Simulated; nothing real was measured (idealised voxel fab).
Process module name: voxel self aligned contacts
265 nm wide, 5 nm square cells: that's cross-section cut.
Cross-section layout: square cells on a grid; listed as bands, top to bottom; a band spans one or more cell rows. Basically the band line says how high the top is and how high the bottom is, in nm, and then what's in it from left to right, every material with its width in nm. Empty space shows up as "blank", and if a single material carries "everywhere" it runs the full band edge to edge. Height datum 0, below which the as-received substrate wafer is one material. Lowest band open at the bottom, running downward: "0..down". With a width like "30->40", each row of cells in the band differs from the next by the same amount, the top row carrying the first number and the bottom row the second. Step note "no alteration" = no cross-section cell changed. "Voids, enclosed" lists enclosed empty spaces (at least 8 cells, no open path upward to the top), each as width x height at distance from the left edge, in nm. On each step's line, the part that comes after the settings is the simulator's own comment on the step. The "overlay nm" setting may appear on a step's line; for a step that uses a mask, it gives how far to the right of its planned position the mask lay, and a negative value indicates the left.

### Below is the list of planned process steps
1. RECEIVE | material Si
2. OXIDIZE | depth nm 5
3. DIRECTIONAL_DEP | material polySi | thk nm 30
4. DIRECTIONAL_DEP | material SiN | thk nm 20
5. DIRECTIONAL_DEP | material aC | thk nm 15
6. PATTERN | tone cover | mask id GATE | material resist | width nm 35 | pitch nm 70 | thk nm 30 | overlay nm 0
7. DIRECTIONAL_ETCH | etch materials aC | depth nm 15
8. STRIP | etch materials resist
9. DIRECTIONAL_ETCH | etch materials SiN | depth nm 20
10. DIRECTIONAL_ETCH | etch materials polySi | depth nm 30
11. STRIP | etch materials aC
12. CONFORMAL_DEP | material SiN | thk nm 5
13. DIRECTIONAL_ETCH | etch materials SiN | depth nm 5
14. FILL_DEP | material SiO2 | thk nm 10
15. CMP | height nm 55
16. PATTERN | tone open | mask id CONTACT | material resist | width nm 55 | thk nm 15 | overlay nm 0
17. DIRECTIONAL_ETCH | etch materials SiO2 | depth nm 60
18. STRIP | etch materials resist
19. CONFORMAL_DEP | material TiN | thk nm 5
20. FILL_DEP | material Ru | thk nm 10
21. CMP | height nm 55
22. CONFORMAL_DEP | material SiN | thk nm 5

### Account of the first of two wafers, which was processed as intended

### Step 1 complete: cross-section of the wafer as received
* 0..down: Si everywhere
* Voids, enclosed: none

### Upon completion of step 2, the wafer appears in cross-section as shown
* 0..-5: SiO2 everywhere
* Anything lower than -5 is untouched.

### Upon completion of step 3, the wafer appears in cross-section as shown
* 30..0: polySi everywhere
* Anything lower than 0 is untouched.

### Upon completion of step 4, the wafer appears in cross-section as shown
* 50..30: SiN everywhere
* Anything lower than 30 is untouched.

### Upon completion of step 5, the wafer appears in cross-section as shown
* 65..50: aC everywhere
* Anything lower than 50 is untouched.

### Upon completion of step 6, the wafer appears in cross-section as shown
* 95..65: 80 of blank; 35 of resist; 35 of blank; 35 of resist; 80 of blank
* Anything lower than 65 is untouched.

### Upon completion of step 7, the wafer appears in cross-section as shown
* 80..65: 80 of blank; 35 of resist; 35 of blank; 35 of resist; 80 of blank
* 65..50: 80 of blank; 35 of aC; 35 of blank; 35 of aC; 80 of blank
* Anything lower than 50 is untouched.

### Upon completion of step 8, the wafer appears in cross-section as shown
* 65..50: 80 of blank; 35 of aC; 35 of blank; 35 of aC; 80 of blank
* Anything lower than 50 is untouched.

### Upon completion of step 9, the wafer appears in cross-section as shown
* 65..50: 80 of blank; 35 of aC; 35 of blank; 35 of aC; 80 of blank
* 50..30: 80 of blank; 35 of SiN; 35 of blank; 35 of SiN; 80 of blank
* Anything lower than 30 is untouched.

### Upon completion of step 10, the wafer appears in cross-section as shown
* 65..50: 80 of blank; 35 of aC; 35 of blank; 35 of aC; 80 of blank
* 50..30: 80 of blank; 35 of SiN; 35 of blank; 35 of SiN; 80 of blank
* 30..0: 80 of blank; 35 of polySi; 35 of blank; 35 of polySi; 80 of blank
* Anything lower than 0 is untouched.

### Upon completion of step 11, the wafer appears in cross-section as shown
* 50..30: 80 of blank; 35 of SiN; 35 of blank; 35 of SiN; 80 of blank
* Anything lower than 30 is untouched.

### Upon completion of step 12, the wafer appears in cross-section as shown
* 55..30: 75 of blank; 45 of SiN; 25 of blank; 45 of SiN; 75 of blank
* 30..5: 75 of blank; 5 of SiN; 35 of polySi; 5 of SiN; 25 of blank; 5 of SiN; 35 of polySi; 5 of SiN; 75 of blank
* 5..0: 80 of SiN; 35 of polySi; 35 of SiN; 35 of polySi; 80 of SiN
* Anything lower than 0 is untouched.

### Upon completion of step 13, the wafer appears in cross-section as shown
* 50..30: 75 of blank; 45 of SiN; 25 of blank; 45 of SiN; 75 of blank
* 30..0: 75 of blank; 5 of SiN; 35 of polySi; 5 of SiN; 25 of blank; 5 of SiN; 35 of polySi; 5 of SiN; 75 of blank
* Anything lower than 0 is untouched.

### Upon completion of step 14, the wafer appears in cross-section as shown
* 60..50: SiO2 everywhere
* 50..30: 75 of SiO2; 45 of SiN; 25 of SiO2; 45 of SiN; 75 of SiO2
* 30..0: 75 of SiO2; 5 of SiN; 35 of polySi; 5 of SiN; 25 of SiO2; 5 of SiN; 35 of polySi; 5 of SiN; 75 of SiO2
* Anything lower than 0 is untouched.

### Upon completion of step 15, the wafer appears in cross-section as shown
* 55..50: SiO2 everywhere
* Anything lower than 50 is untouched.

### Upon completion of step 16, the wafer appears in cross-section as shown
* 70..55: 105 of resist; 55 of blank; 105 of resist
* Anything lower than 55 is untouched.

### Upon completion of step 17, the wafer appears in cross-section as shown
* 70..55: 105 of resist; 55 of blank; 105 of resist
* 55..50: 105 of SiO2; 55 of blank; 105 of SiO2
* 50..30: 75 of SiO2; 45 of SiN; 25 of blank; 45 of SiN; 75 of SiO2
* 30..0: 75 of SiO2; 5 of SiN; 35 of polySi; 5 of SiN; 25 of blank; 5 of SiN; 35 of polySi; 5 of SiN; 75 of SiO2
* 0..-5: 120 of SiO2; 25 of blank; 120 of SiO2
* Anything lower than -5 is untouched.

### Upon completion of step 18, the wafer appears in cross-section as shown
* 55..50: 105 of SiO2; 55 of blank; 105 of SiO2
* Anything lower than 50 is untouched.

### Upon completion of step 19, the wafer appears in cross-section as shown
* 60..55: 110 of TiN; 45 of blank; 110 of TiN
* 55..50: 105 of SiO2; 20 of TiN; 15 of blank; 20 of TiN; 105 of SiO2
* 50..30: 75 of SiO2; 45 of SiN; 5 of TiN; 15 of blank; 5 of TiN; 45 of SiN; 75 of SiO2
* 30..0: 75 of SiO2; 5 of SiN; 35 of polySi; 5 of SiN; 5 of TiN; 15 of blank; 5 of TiN; 5 of SiN; 35 of polySi; 5 of SiN; 75 of SiO2
* 0..-5: 120 of SiO2; 25 of TiN; 120 of SiO2
* Anything lower than -5 is untouched.

### Upon completion of step 20, the wafer appears in cross-section as shown
* 70..60: Ru everywhere
* 60..55: 110 of TiN; 45 of Ru; 110 of TiN
* 55..50: 105 of SiO2; 20 of TiN; 15 of Ru; 20 of TiN; 105 of SiO2
* 50..30: 75 of SiO2; 45 of SiN; 5 of TiN; 15 of Ru; 5 of TiN; 45 of SiN; 75 of SiO2
* 30..0: 75 of SiO2; 5 of SiN; 35 of polySi; 5 of SiN; 5 of TiN; 15 of Ru; 5 of TiN; 5 of SiN; 35 of polySi; 5 of SiN; 75 of SiO2
* Anything lower than 0 is untouched.

### Upon completion of step 21, the wafer appears in cross-section as shown
* 55..50: 105 of SiO2; 20 of TiN; 15 of Ru; 20 of TiN; 105 of SiO2
* Anything lower than 50 is untouched.

### Upon completion of step 22, the wafer appears in cross-section as shown
* 60..55: SiN everywhere
* Anything lower than 55 is untouched.

### Second wafer: same start and same plan as the first, one execution error; identical to the first through step 2

### Cross-sectional view of the second wafer at the intended end time of process step 3
* 20..0: SiN everywhere
* Anything lower than 0 is untouched.

### Cross-sectional view of the second wafer at the intended end time of process step 4
* 50..20: polySi everywhere
* Anything lower than 20 is untouched.

### Cross-sectional view of the second wafer at the intended end time of process step 5
* 65..50: aC everywhere
* Anything lower than 50 is untouched.

### Cross-sectional view of the second wafer at the intended end time of process step 6
* 95..65: 80 of blank; 35 of resist; 35 of blank; 35 of resist; 80 of blank
* Anything lower than 65 is untouched.

### Cross-sectional view of the second wafer at the intended end time of process step 7
* 80..65: 80 of blank; 35 of resist; 35 of blank; 35 of resist; 80 of blank
* 65..50: 80 of blank; 35 of aC; 35 of blank; 35 of aC; 80 of blank
* Anything lower than 50 is untouched.

### Cross-sectional view of the second wafer at the intended end time of process step 8
* 65..50: 80 of blank; 35 of aC; 35 of blank; 35 of aC; 80 of blank
* Anything lower than 50 is untouched.

Cross-sectional view of the second wafer at the intended end time of process step 9: no alteration

### Cross-sectional view of the second wafer at the intended end time of process step 10
* 65..50: 80 of blank; 35 of aC; 35 of blank; 35 of aC; 80 of blank
* 50..20: 80 of blank; 35 of polySi; 35 of blank; 35 of polySi; 80 of blank
* Anything lower than 20 is untouched.

### Cross-sectional view of the second wafer at the intended end time of process step 11
* 50..20: 80 of blank; 35 of polySi; 35 of blank; 35 of polySi; 80 of blank
* Anything lower than 20 is untouched.

### Cross-sectional view of the second wafer at the intended end time of process step 12
* 55..50: 75 of blank; 45 of SiN; 25 of blank; 45 of SiN; 75 of blank
* 50..25: 75 of blank; 5 of SiN; 35 of polySi; 5 of SiN; 25 of blank; 5 of SiN; 35 of polySi; 5 of SiN; 75 of blank
* 25..20: 80 of SiN; 35 of polySi; 35 of SiN; 35 of polySi; 80 of SiN
* Anything lower than 20 is untouched.

### Cross-sectional view of the second wafer at the intended end time of process step 13
* 50..20: 75 of blank; 5 of SiN; 35 of polySi; 5 of SiN; 25 of blank; 5 of SiN; 35 of polySi; 5 of SiN; 75 of blank
* Anything lower than 20 is untouched.

### Cross-sectional view of the second wafer at the intended end time of process step 14
* 60..50: SiO2 everywhere
* 50..20: 75 of SiO2; 5 of SiN; 35 of polySi; 5 of SiN; 25 of SiO2; 5 of SiN; 35 of polySi; 5 of SiN; 75 of SiO2
* Anything lower than 20 is untouched.

### Cross-sectional view of the second wafer at the intended end time of process step 15
* 55..50: SiO2 everywhere
* Anything lower than 50 is untouched.

### Cross-sectional view of the second wafer at the intended end time of process step 16
* 70..55: 105 of resist; 55 of blank; 105 of resist
* Anything lower than 55 is untouched.

### Cross-sectional view of the second wafer at the intended end time of process step 17
* 70..55: 105 of resist; 55 of blank; 105 of resist
* 55..50: 105 of SiO2; 55 of blank; 105 of SiO2
* 50..20: 75 of SiO2; 5 of SiN; 35 of polySi; 5 of SiN; 25 of blank; 5 of SiN; 35 of polySi; 5 of SiN; 75 of SiO2
* Anything lower than 20 is untouched.

### Cross-sectional view of the second wafer at the intended end time of process step 18
* 55..50: 105 of SiO2; 55 of blank; 105 of SiO2
* Anything lower than 50 is untouched.

### Cross-sectional view of the second wafer at the intended end time of process step 19
* 60..55: 110 of TiN; 45 of blank; 110 of TiN
* 55..50: 105 of SiO2; 20 of TiN; 15 of blank; 20 of TiN; 105 of SiO2
* 50..25: 75 of SiO2; 5 of SiN; 35 of polySi; 5 of SiN; 5 of TiN; 15 of blank; 5 of TiN; 5 of SiN; 35 of polySi; 5 of SiN; 75 of SiO2
* 25..20: 75 of SiO2; 5 of SiN; 35 of polySi; 5 of SiN; 25 of TiN; 5 of SiN; 35 of polySi; 5 of SiN; 75 of SiO2
* Anything lower than 20 is untouched.

### Cross-sectional view of the second wafer at the intended end time of process step 20
* 70..60: Ru everywhere
* 60..55: 110 of TiN; 45 of Ru; 110 of TiN
* 55..50: 105 of SiO2; 20 of TiN; 15 of Ru; 20 of TiN; 105 of SiO2
* 50..25: 75 of SiO2; 5 of SiN; 35 of polySi; 5 of SiN; 5 of TiN; 15 of Ru; 5 of TiN; 5 of SiN; 35 of polySi; 5 of SiN; 75 of SiO2
* Anything lower than 25 is untouched.

### Cross-sectional view of the second wafer at the intended end time of process step 21
* 55..50: 105 of SiO2; 20 of TiN; 15 of Ru; 20 of TiN; 105 of SiO2
* Anything lower than 50 is untouched.

### Cross-sectional view of the second wafer at the intended end time of process step 22
* 60..55: SiN everywhere
* Anything lower than 55 is untouched.
The plan and the run diverged here: the executed order of steps 3 and 4 is the reverse of that specified in the plan, each step having taken the other's position
At the finish, the second wafer shows more or fewer cells for some materials than the first does: Ru: 15 fewer, SiN: 140 more, SiO2: 115 fewer, TiN: 10 fewer
